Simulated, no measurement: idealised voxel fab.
Documented hereafter: the process module known as voxel wiring stack.
It is cross-section cut that appears here, measuring 280 nm in width, its square cells being 5 nm in size.
Format of a cross-section: grid, square cells. Given as bands. Order: top down. Band: one or more rows of cells.
This entry defines a band. It first specifies the height of the band's top and the height of its bottom in nm, and then specifies the band's materials from left to right, stating each material with its width in nm. The word "edge to edge" identifies a single material that fills the band from edge to edge, while the word "empty" identifies empty space.
The level at which height equals 0 is the one under which the wafer, as it arrives, is entirely one material. No lower edge exists for the bottom band, which continues downward and is notated as in "0 and below".
Width "30 to 40": first value at the band's top row of cells, second value at its bottom row, equal change from row to row.
Key: "same as before" - step with no changed cell in the cross-section.
Enclosed voids (no open way to top), threshold 8 cells or more, entry "Non-vented voids", notation width x height at distance, distance from left edge, nm.
Where a step's line continues beyond its settings, the continuation is a remark by the simulator itself on that step.
"overlay nm" answers the question of how far to the right of plan the mask lay on a step that has a mask, and when it is negative the answer is to the left.

Process steps foreseen in the plan:
1. op RECEIVE | material Si
2. op CONFORMAL_DEP | material SiO2 | thk nm 10
3. op CONFORMAL_DEP | material SiCN | thk nm 5
4. op DIRECTIONAL_DEP | material lowk | thk nm 25
5. op DIRECTIONAL_DEP | material aC | thk nm 10
6. op PATTERN | tone open | mask id METAL_1 | material resist | width nm 30 | pitch nm 45 | thk nm 30 | overlay nm 0
7. op DIRECTIONAL_ETCH | etch materials aC | depth nm 10
8. op STRIP | etch materials resist
9. op DIRECTIONAL_ETCH | etch materials lowk | depth nm 25
10. op DIRECTIONAL_ETCH | etch materials SiCN | depth nm 5
11. op STRIP | etch materials aC
12. op CONFORMAL_DEP | material TiN | thk nm 5
13. op FILL_DEP | material W | thk nm 5
14. op CMP | height nm 40
15. op CONFORMAL_DEP | material SiCN | thk nm 5
16. op DIRECTIONAL_DEP | material SiO2 | thk nm 25
17. op DIRECTIONAL_DEP | material aC | thk nm 15
18. op PATTERN | tone open | mask id METAL_2_HOLES | material resist | width nm 15 | thk nm 30 | overlay nm 0
19. op DIRECTIONAL_ETCH | etch materials aC | depth nm 15
20. op STRIP | etch materials resist
21. op DIRECTIONAL_ETCH | etch materials SiO2 | depth nm 25
22. op STRIP | etch materials aC
23. op PATTERN | tone open | mask id METAL_2 | material resist | width nm 30 | pitch nm 45 | thk nm 20 | overlay nm 0
24. op DIRECTIONAL_ETCH | etch materials SiO2 | depth nm 15
25. op DIRECTIONAL_ETCH | etch materials SiCN | depth nm 5
26. op STRIP | etch materials resist
27. op CONFORMAL_DEP | material TiN | thk nm 5
28. op FILL_DEP | material Cu | thk nm 10
29. op CMP | height nm 70
30. op CONFORMAL_DEP | material SiCN | thk nm 5
31. op DIRECTIONAL_DEP | material SiO2 | thk nm 15
32. op MASKED_ETCH | tone open | mask id PLUG_2 | width nm 15 | pitch nm 45 | etch materials SiO2 | depth nm 15 | overlay nm 0
33. op MASKED_ETCH | tone open | mask id PLUG_2 | width nm 15 | pitch nm 45 | etch materials SiCN | depth nm 5 | overlay nm 0
34. op EPI | material Ru | thk nm 10
35. op EPI | material Ru | thk nm 10
36. op DIRECTIONAL_DEP | material TiN | thk nm 5
37. op DIRECTIONAL_DEP | material W | thk nm 20
38. op PATTERN | tone cover | mask id METAL_3 | material resist | width nm 30 | pitch nm 45 | thk nm 15 | overlay nm 0
39. op DIRECTIONAL_ETCH | etch materials W | depth nm 20
40. op DIRECTIONAL_ETCH | etch materials TiN | depth nm 5
41. op STRIP | etch materials resist
42. op CONFORMAL_DEP | material SiCN | thk nm 5
43. op FILL_DEP | material SiO2 | thk nm 5
44. op CMP | height nm 115
45. op CONFORMAL_DEP | material SiCN | thk nm 5
46. op DIRECTIONAL_DEP | material SiO2 | thk nm 10
47. op DIRECTIONAL_DEP | material aC | thk nm 15
48. op PATTERN | tone open | mask id PLUG_3 | material resist | width nm 15 | thk nm 35 | overlay nm 0
49. op DIRECTIONAL_ETCH | etch materials aC | depth nm 15
50. op STRIP | etch materials resist
51. op DIRECTIONAL_ETCH | etch materials SiO2 | depth nm 10
52. op DIRECTIONAL_ETCH | etch materials SiCN | depth nm 5
53. op STRIP | etch materials aC
54. op CONFORMAL_DEP | material TiN | thk nm 5
55. op FILL_DEP | material Ru | thk nm 10
56. op CMP | height nm 130
57. op CONFORMAL_DEP | material SiN | thk nm 5
58. op DIRECTIONAL_DEP | material SiO2 | thk nm 25
59. op DIRECTIONAL_DEP | material aC | thk nm 10
60. op PATTERN | tone open | mask id METAL_4 | material resist | width nm 30 | pitch nm 45 | thk nm 25 | overlay nm 0
61. op DIRECTIONAL_ETCH | etch materials aC | depth nm 10
62. op STRIP | etch materials resist
63. op DIRECTIONAL_ETCH | etch materials SiO2 | depth nm 25
64. op DIRECTIONAL_ETCH | etch materials SiN | depth nm 5
65. op STRIP | etch materials aC
66. op CONFORMAL_DEP | material TiN | thk nm 5
67. op FILL_DEP | material Cu | thk nm 5
68. op CMP | height nm 160
69. op CONFORMAL_DEP | material SiN | thk nm 5

Cross-section, incoming material, after step 1:
> 0 and below: Si edge to edge
> Non-vented voids: none

The plan above was carried out on the starting structure above with one mistake, and this cross-section shows the wafer at the end of the module:
> 165 down to 160: SiN edge to edge
> 160 down to 135: SiO2: 100  TiN: 5  Cu: 20  TiN: 5  SiO2: 15  TiN: 5  Cu: 20  TiN: 5  SiO2: 105
> 135 down to 130: SiN: 100  TiN: 30  SiN: 15  TiN: 30  SiN: 105
> 130 down to 120: SiO2: 100  TiN: 5  Ru: 5  TiN: 5  SiO2: 165
> 120 down to 115: SiCN: 100  TiN: 15  SiCN: 165
> 115 down to 95: SiO2: 95  SiCN: 5  W: 30  SiCN: 5  SiO2: 5  SiCN: 5  W: 30  SiCN: 5  SiO2: 100
> 95 down to 90: SiCN: 100  TiN: 30  SiCN: 15  TiN: 30  SiCN: 105
> 90 down to 75: SiO2: 100  Ru: 15  SiO2: 30  Ru: 15  SiO2: 120
> 75 down to 70: SiCN: 100  Ru: 15  SiCN: 30  Ru: 15  SiCN: 120
> 70 down to 60: SiO2: 100  TiN: 5  Cu: 20  TiN: 5  SiO2: 15  TiN: 5  Cu: 20  TiN: 5  SiO2: 105
> 60 down to 55: SiO2: 100  TiN: 5  Cu: 5  TiN: 20  SiO2: 15  TiN: 30  SiO2: 105
> 55 down to 45: SiO2: 100  TiN: 5  Cu: 5  TiN: 5  SiO2: 165
> 45 down to 40: SiCN: 100  TiN: 15  SiCN: 165
> 40 down to 20: lowk: 100  TiN: 5  W: 20  TiN: 5  lowk: 15  TiN: 5  W: 20  TiN: 5  lowk: 105
> 20 down to 15: lowk: 100  TiN: 30  lowk: 15  TiN: 30  lowk: 105
> 15 down to 5: SiO2 edge to edge
> 5 down to 0: SiCN edge to edge
> 0 and below: Si edge to edge
> Non-vented voids: none
Plan not followed: note: step 2 <-> step 3, run order reversed vs plan
